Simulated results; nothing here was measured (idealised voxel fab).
Name of the process module below: voxel ribs on slabs
Displayed cross-section: cut, width of 195 nm, square cells sized 5 nm.
Just so we're on the same page, the cross-sections are grids of square cells, and they're listed out in bands top to bottom, each band one or more rows deep.
The entry gives the band's vertical extent as a top height and a bottom height in nm, then its horizontal make-up as materials from left to right, each with a width in nm. "blank" stands for empty space; a single material marked "everywhere" fills the band edge to edge.
Heights are measured from 0, the level below which the as-received wafer is all one material; the lowest band has no bottom and continues downward, written as in "from 0 down".
The notation "30->40" denotes a width that varies across the rows of cells in the band, beginning at the first number in the top row, finishing at the second number in the bottom row, and changing by an identical amount from each row to the next.
Reading "changes: none" for a step: not a cell of the cross-section changed in it.
The entry titled "Fully closed voids" provides the empty spaces that have no open way to the top, restricted to those of 8 cells or more. Each is presented as width x height at distance, the distance being measured from the left edge, with all three in nm.
after a step's settings: what the simulator itself notes on the step
The setting "overlay nm" may be written on the line of a step. When the step uses a mask, the value reports how far to the right of the planned place the mask lay, and a negative value reports that it lay to the left.
The planned process steps are enumerated hereunder:
| 1 | RECEIVE with material Si |
| 2 | DIRECTIONAL_DEP with material SiO2, thk nm 25 |
| 3 | DIRECTIONAL_DEP with material SiN, thk nm 20 |
| 4 | DIRECTIONAL_DEP with material aC, thk nm 15 |
| 5 | PATTERN with tone cover, mask id RIB, material resist, width nm 25, thk nm 30, overlay nm 0 |
| 6 | DIRECTIONAL_ETCH with etch materials aC, depth nm 15 |
| 7 | STRIP with etch materials resist |
| 8 | DIRECTIONAL_ETCH with etch materials SiN, depth nm 5 |
| 9 | STRIP with etch materials aC |
| 10 | MASKED_ETCH with tone cover, mask id SLAB, width nm 75, etch materials SiN, depth nm 15, overlay nm 0 |
| 11 | FILL_DEP with material SiO2, thk nm 20 |
| 12 | CMP with height nm 60 |
| 13 | DIRECTIONAL_DEP with material W, thk nm 5 |
| 14 | PATTERN with tone cover, mask id HEATER, material resist, width nm 35, thk nm 20, overlay nm 0 |
| 15 | DIRECTIONAL_ETCH with etch materials W, depth nm 5 |
| 16 | STRIP with etch materials resist |
| 17 | CONFORMAL_DEP with material SiO2, thk nm 10 |
First wafer, two in total, run as planned:
Step 1 complete: cross-section of the wafer as received:
> from 0 down = Si everywhere
> Fully closed voids: none
Take a look at the wafer's cross-section after step 2:
> from 25 to 0 = SiO2 everywhere
> For the remainder of the cross-section, below 0, there is no change.
Take a look at the wafer's cross-section after step 3:
> from 45 to 25 = SiN everywhere
> For the remainder of the cross-section, below 25, there is no change.
Take a look at the wafer's cross-section after step 4:
> from 60 to 45 = aC everywhere
> For the remainder of the cross-section, below 45, there is no change.
Take a look at the wafer's cross-section after step 5:
> from 90 to 60 = 85 blank, 25 resist, 85 blank
> For the remainder of the cross-section, below 60, there is no change.
Take a look at the wafer's cross-section after step 6:
> from 75 to 60 = 85 blank, 25 resist, 85 blank
> from 60 to 45 = 85 blank, 25 aC, 85 blank
> For the remainder of the cross-section, below 45, there is no change.
Take a look at the wafer's cross-section after step 7:
> from 60 to 45 = 85 blank, 25 aC, 85 blank
> For the remainder of the cross-section, below 45, there is no change.
Take a look at the wafer's cross-section after step 8:
> from 60 to 45 = 85 blank, 25 aC, 85 blank
> from 45 to 40 = 85 blank, 25 SiN, 85 blank
> For the remainder of the cross-section, below 40, there is no change.
Take a look at the wafer's cross-section after step 9:
> from 45 to 40 = 85 blank, 25 SiN, 85 blank
> For the remainder of the cross-section, below 40, there is no change.
Take a look at the wafer's cross-section after step 10:
> from 45 to 40 = 85 blank, 25 SiN, 85 blank
> from 40 to 25 = 60 blank, 75 SiN, 60 blank
> For the remainder of the cross-section, below 25, there is no change.
Take a look at the wafer's cross-section after step 11:
> from 65 to 45 = SiO2 everywhere
> from 45 to 40 = 85 SiO2, 25 SiN, 85 SiO2
> from 40 to 25 = 60 SiO2, 75 SiN, 60 SiO2
> For the remainder of the cross-section, below 25, there is no change.
Take a look at the wafer's cross-section after step 12:
> from 60 to 45 = SiO2 everywhere
> For the remainder of the cross-section, below 45, there is no change.
Take a look at the wafer's cross-section after step 13:
> from 65 to 60 = W everywhere
> For the remainder of the cross-section, below 60, there is no change.
Take a look at the wafer's cross-section after step 14:
> from 85 to 65 = 80 blank, 35 resist, 80 blank
> For the remainder of the cross-section, below 65, there is no change.
Take a look at the wafer's cross-section after step 15:
> from 85 to 65 = 80 blank, 35 resist, 80 blank
> from 65 to 60 = 80 blank, 35 W, 80 blank
> For the remainder of the cross-section, below 60, there is no change.
Take a look at the wafer's cross-section after step 16:
> from 65 to 60 = 80 blank, 35 W, 80 blank
> For the remainder of the cross-section, below 60, there is no change.
Take a look at the wafer's cross-section after step 17:
> from 75 to 70 = 70 blank, 55 SiO2, 70 blank
> from 70 to 65 = SiO2 everywhere
> from 65 to 60 = 80 SiO2, 35 W, 80 SiO2
> For the remainder of the cross-section, below 60, there is no change.
The second wafer was prepared from the same starting point and under the same plan as the first; its processing contained one mistake, and it remains indistinguishable from the first wafer up to and including step 16:
Cross-section of the second wafer at the time by which step 17 should have been completed according to the plan: changes: none
The plan and the run diverged here: step 17 of the plan was omitted and not executed
Final tally in cells, some materials are higher or lower on the second wafer than on the first: SiO2 -82
